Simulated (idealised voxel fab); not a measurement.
Proc. module: voxel tone inversion
The cross-section on display is named cut; it measures 260 nm wide, and its cells are 5 nm squares.
This document writes a cross-section as a grid whose cells are square, and gives it as bands, listed from the top down; one or more rows of cells form a band. Band: top and bottom heights (nm) first, top before bottom; then materials from left to right, widths in nm. "edge to edge" marks a sole material filling the band edge to edge. "empty" denotes empty space. It should be noted that heights are counted from 0, beneath which the wafer as supplied is of one material throughout, and that the lowest band possesses no lower boundary but continues downward, as written in "0..down". Quick explanation for "30->40": the width changes in equal steps down the rows of cells, from the first number in the band's top row to the second number in its bottom row. "nothing was modified" means the step left every cell of the cross-section as it was. Closed-off voids of 8+ cells (no open route to the top) go in "Closed void listing", written width x height at distance from the left edge, in nm. Post-settings text on a step line: simulator's own remark regarding the step. overlay nm, on a step with a mask: how far to the right of its planned place the mask lay; to the left if negative.
### Process steps foreseen in the plan
1: RECEIVE (material Si)
2: CONFORMAL_DEP (material SiCN; thk nm 10)
3: DIRECTIONAL_DEP (material aC; thk nm 20)
4: PATTERN (tone cover; mask id POSTS; material resist; width nm 20; pitch nm 45; thk nm 30; overlay nm 0)
5: DIRECTIONAL_ETCH (etch materials aC; depth nm 20)
6: STRIP (etch materials resist)
7: FILL_DEP (material lowk; thk nm 10)
8: CMP (height nm 30)
9: STRIP (etch materials aC)
10: CONFORMAL_DEP (material TiN; thk nm 5)
11: FILL_DEP (material Cu; thk nm 5)
12: CMP (height nm 30)
13: CONFORMAL_DEP (material SiN; thk nm 5)
### So, the first of our two wafers, run just as we planned it
### Cross-section of the wafer at receipt, which is the condition after step 1
* 0..down | Si edge to edge
* Closed void listing: none
### Wafer xsec, post step 2
* 10..0 | SiCN edge to edge
* Heights below 0 show no change.
### Wafer xsec, post step 3
* 30..10 | aC edge to edge
* Heights below 10 show no change.
### Wafer xsec, post step 4
* 60..30 | empty (75), then resist (20), then empty (25), then resist (20), then empty (25), then resist (20), then empty (75)
* Heights below 30 show no change.
### Wafer xsec, post step 5
* 40..30 | empty (75), then resist (20), then empty (25), then resist (20), then empty (25), then resist (20), then empty (75)
* 30..10 | empty (75), then aC (20), then empty (25), then aC (20), then empty (25), then aC (20), then empty (75)
* Heights below 10 show no change.
### Wafer xsec, post step 6
* 30..10 | empty (75), then aC (20), then empty (25), then aC (20), then empty (25), then aC (20), then empty (75)
* Heights below 10 show no change.
### Wafer xsec, post step 7
* 40..30 | lowk edge to edge
* 30..10 | lowk (75), then aC (20), then lowk (25), then aC (20), then lowk (25), then aC (20), then lowk (75)
* Heights below 10 show no change.
### Wafer xsec, post step 8
* 30..10 | lowk (75), then aC (20), then lowk (25), then aC (20), then lowk (25), then aC (20), then lowk (75)
* Heights below 10 show no change.
### Wafer xsec, post step 9
* 30..10 | lowk (75), then empty (20), then lowk (25), then empty (20), then lowk (25), then empty (20), then lowk (75)
* Heights below 10 show no change.
### Wafer xsec, post step 10
* 35..30 | TiN (80), then empty (10), then TiN (35), then empty (10), then TiN (35), then empty (10), then TiN (80)
* 30..15 | lowk (75), then TiN (5), then empty (10), then TiN (5), then lowk (25), then TiN (5), then empty (10), then TiN (5), then lowk (25), then TiN (5), then empty (10), then TiN (5), then lowk (75)
* 15..10 | lowk (75), then TiN (20), then lowk (25), then TiN (20), then lowk (25), then TiN (20), then lowk (75)
* Heights below 10 show no change.
### Wafer xsec, post step 11
* 40..35 | Cu edge to edge
* 35..30 | TiN (80), then Cu (10), then TiN (35), then Cu (10), then TiN (35), then Cu (10), then TiN (80)
* 30..15 | lowk (75), then TiN (5), then Cu (10), then TiN (5), then lowk (25), then TiN (5), then Cu (10), then TiN (5), then lowk (25), then TiN (5), then Cu (10), then TiN (5), then lowk (75)
* Heights below 15 show no change.
### Wafer xsec, post step 12
* 30..15 | lowk (75), then TiN (5), then Cu (10), then TiN (5), then lowk (25), then TiN (5), then Cu (10), then TiN (5), then lowk (25), then TiN (5), then Cu (10), then TiN (5), then lowk (75)
* Heights below 15 show no change.
### Wafer xsec, post step 13
* 35..30 | SiN edge to edge
* Heights below 30 show no change.
### Regarding the second of the two wafers: it shared the first wafer's starting condition and process plan, yet one error occurred during its execution. Its history coincides with that of the first wafer up to and including step 11
### Cross-section of the second wafer at the time by which step 12 should have been completed according to the plan
* 35..30 | TiN (80), then Cu (10), then TiN (35), then Cu (10), then TiN (35), then Cu (10), then TiN (80)
* Heights below 30 show no change.
### Cross-section of the second wafer at the time by which step 13 should have been completed according to the plan
* 40..35 | SiN edge to edge
* Heights below 35 show no change.
what went wrong: step 12 deviated from plan and actually ran as CMP (height nm 35)
Final difference in cells, second wafer against first, listed per material as more or fewer: Cu: 6 more | TiN: 46 more
